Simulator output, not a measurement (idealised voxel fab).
Process module in this document: voxel capacitor over wiring
cross-section cut | 215 nm wide | cells 5 nm
Reading order for cross-sections: top band down to bottom band. Underlying form: a grid of square cells. Band size: one or more rows of cells. Read a band's entry like this: the first values are the height of its top and the height of its bottom in nm, and what follows is the sequence of materials from left to right, each with its width in nm. Note that "air" is empty space, and that a single material marked "all across" reaches across the band from edge to edge. We count height from 0. Below that, the starting wafer is all one material. The lowest band never ends at the bottom but goes on down; see "0 and below" for how that is written. You'd read "30->40" like this: the band's top row of cells is as wide as the first number, its bottom row is as wide as the second, and going down, every row changes width by the same amount as the row before did. When a step is marked "nothing different", none of the cells in the cross-section changed during that step. "Enclosed internal cavities" contains a list of empty spaces, each no smaller than 8 cells and without an open way to the top, written in the form width x height at distance with the distance from the left edge and all three in nm. That trailing text on a step's line, after the settings, is the simulator's own remark on the step. The setting "overlay nm" may be written on the line of a step. When the step uses a mask, the value reports how far to the right of the planned place the mask lay, and a negative value reports that it lay to the left.

List of planned process steps:
step 1: RECEIVE: material Si
step 2: CONFORMAL_DEP: material SiO2, thk nm 15
step 3: DIRECTIONAL_DEP: material TiN, thk nm 5
step 4: DIRECTIONAL_DEP: material W, thk nm 20
step 5: MASKED_ETCH: tone cover, mask id METAL_1, width nm 20, pitch nm 90, etch materials W, depth nm 20, overlay nm 0
step 6: MASKED_ETCH: tone cover, mask id METAL_1, width nm 20, pitch nm 90, etch materials TiN, depth nm 5, overlay nm 0
step 7: FILL_DEP: material SiO2, thk nm 10
step 8: CMP: height nm 40
step 9: CONFORMAL_DEP: material SiCN, thk nm 5
step 10: DIRECTIONAL_DEP: material SiO2, thk nm 15
step 11: MASKED_ETCH: tone open, mask id PLUG_1, width nm 15, etch materials SiO2, depth nm 15, overlay nm 0
step 12: MASKED_ETCH: tone open, mask id PLUG_1, width nm 15, etch materials SiCN, depth nm 5, overlay nm 0
step 13: CONFORMAL_DEP: material TiN, thk nm 5
step 14: FILL_DEP: material Ru, thk nm 5
step 15: CMP: height nm 60
step 16: DIRECTIONAL_DEP: material TiN, thk nm 5
step 17: DIRECTIONAL_DEP: material HfO2, thk nm 5
step 18: DIRECTIONAL_DEP: material TiN, thk nm 5
step 19: PATTERN: tone cover, mask id UPPER_PLATE, material resist, width nm 75, thk nm 20, overlay nm 0
step 20: DIRECTIONAL_ETCH: etch materials TiN, depth nm 5
step 21: DIRECTIONAL_ETCH: etch materials HfO2, depth nm 5
step 22: STRIP: etch materials resist
step 23: MASKED_ETCH: tone cover, mask id LOWER_PLATE, width nm 85, etch materials TiN, depth nm 5, overlay nm 0
step 24: FILL_DEP: material SiO2, thk nm 15
step 25: CMP: height nm 85
step 26: MASKED_ETCH: tone open, mask id PLUG_2, width nm 15, etch materials SiO2, depth nm 10, overlay nm 0
step 27: CONFORMAL_DEP: material TiN, thk nm 5
step 28: FILL_DEP: material W, thk nm 10
step 29: CMP: height nm 85
step 30: CONFORMAL_DEP: material SiN, thk nm 5

Wafer cross-section on receipt, i.e. after step 1:
  0 and below  Si all across
  Enclosed internal cavities: none

Post-module cross-section of the first of two wafers (run per plan):
  90 down to 85  SiN all across
  85 down to 80  65 SiO2 | 5 TiN | 5 W | 5 TiN | 135 SiO2
  80 down to 70  65->55 SiO2 | 15->75 TiN | 135->85 SiO2
  70 down to 65  55 SiO2 | 75 HfO2 | 85 SiO2
  65 down to 60  50 SiO2 | 85 TiN | 80 SiO2
  60 down to 45  55 SiO2 | 5 TiN | 5 Ru | 5 TiN | 145 SiO2
  45 down to 40  55 SiCN | 15 TiN | 145 SiCN
  40 down to 20  50 SiO2 | 20 W | 70 SiO2 | 20 W | 55 SiO2
  20 down to 15  50 SiO2 | 20 TiN | 70 SiO2 | 20 TiN | 55 SiO2
  15 down to 0  SiO2 all across
  0 and below  Si all across
  Enclosed internal cavities: none

Cross-section, wafer two of two, end of module: same start and plan as wafer one, one error in execution:
  90 down to 85  SiN all across
  85 down to 80  65 SiO2 | 5 TiN | 5 W | 5 TiN | 135 SiO2
  80 down to 70  65->55 SiO2 | 15->75 TiN | 135->85 SiO2
  70 down to 65  55 SiO2 | 75 HfO2 | 85 SiO2
  65 down to 60  50 SiO2 | 85 TiN | 80 SiO2
  60 down to 55  55 SiCN | 15 TiN | 145 SiCN
  55 down to 40  SiO2 all across
  40 down to 20  50 SiO2 | 20 W | 70 SiO2 | 20 W | 55 SiO2
  20 down to 15  50 SiO2 | 20 TiN | 70 SiO2 | 20 TiN | 55 SiO2
  15 down to 0  SiO2 all across
  0 and below  Si all across
  Enclosed internal cavities: none
Error vs. plan: step 9 ran in the slot meant for step 10, and vice versa
Counted in cells at the end, the second wafer holds more or fewer of these materials than the first: 3 fewer of Ru; 9 more of SiO2; 6 fewer of TiN
